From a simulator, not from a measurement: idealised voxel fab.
The name of this process module is voxel quadruple lines.
Cross-sectional view cut (width: 300 nm; square cell size: 5 nm).
How to read a cross-section here: the picture is a grid of square cells, written as bands going from the top down, and any band can span one or more rows of cells.
Read a band's entry like this: the first values are the height of its top and the height of its bottom in nm, and what follows is the sequence of materials from left to right, each with its width in nm. Note that "empty" is empty space, and that a single material marked "throughout" reaches across the band from edge to edge.
All heights in this document are referenced to 0, defined as the level beneath which the wafer, as received, consists entirely of one material. The lowest band is not bounded below; it extends indefinitely downward and is written in the form "0 -> down".
So if you see something like "30->40" for the width, read it as the top row of the band sitting at the first number and the bottom row at the second, with every row in between moving by the same amount as the last.
"nothing changed" for a step: no cell of the cross-section changed in that step.
Closed empty spaces (no open way to the top) of 8 cells or more are what "Voids, fully enclosed" lists, each as width x height at distance from the left edge, nm for all three.
Read whatever lies past the settings on a step's line as the simulator's own remark about the step.
overlay nm: mask offset rightward from planned place, masked step; negative means leftward offset.

Planned process steps:
1 RECEIVE,material Si
2 CONFORMAL_DEP,material Al2O3,thk nm 5
3 DIRECTIONAL_DEP,material W,thk nm 10
4 DIRECTIONAL_DEP,material polySi,thk nm 15
5 DIRECTIONAL_DEP,material aC,thk nm 25
6 PATTERN,tone cover,mask id MANDREL,material resist,width nm 35,thk nm 35,overlay nm 0
7 DIRECTIONAL_ETCH,etch materials aC,depth nm 25
8 STRIP,etch materials resist
9 CONFORMAL_DEP,material SiO2,thk nm 5
10 DIRECTIONAL_ETCH,etch materials SiO2,depth nm 15
11 STRIP,etch materials aC
12 DIRECTIONAL_ETCH,etch materials polySi,depth nm 15
13 STRIP,etch materials SiO2
14 CONFORMAL_DEP,material SiN,thk nm 10
15 DIRECTIONAL_ETCH,etch materials SiN,depth nm 10
16 STRIP,etch materials polySi
17 DIRECTIONAL_ETCH,etch materials W,depth nm 10
18 STRIP,etch materials SiN
Wafer-to-wafer difference: thk nm, step 9. Common start. Plan = first wafer's value.

First of several wafers, received after step 1, in cross-section:
    0 -> down = Si throughout
    Voids, fully enclosed: none

Cross-section after step 18, the final step of the module, for the first of several wafers:
    15 -> 5 = empty 115 nm  W 10 nm  empty 5 nm  W 10 nm  empty 15 nm  W 10 nm  empty 5 nm  W 10 nm  empty 120 nm
    5 -> 0 = Al2O3 throughout
    0 -> down = Si throughout
    Voids, fully enclosed: none

Last wafer, end of module, cross-section:
    5 -> 0 = Al2O3 throughout
    0 -> down = Si throughout
    Voids, fully enclosed: none

Quick key for the table: a row per wafer, taken at the end of the module. For each material it tells you how many cells the wafer gained (+) or lost (-) since it came in, and the closed voids come after:
thk nm 5; +60 Al2O3; +16 W; Voids, fully enclosed: none
thk nm 10; +60 Al2O3; +16 W; Voids, fully enclosed: none
thk nm 15; +60 Al2O3; +16 W; Voids, fully enclosed: none
thk nm 20; +60 Al2O3; Voids, fully enclosed: none
thk nm 25; +60 Al2O3; Voids, fully enclosed: none
thk nm 30; +60 Al2O3; Voids, fully enclosed: none
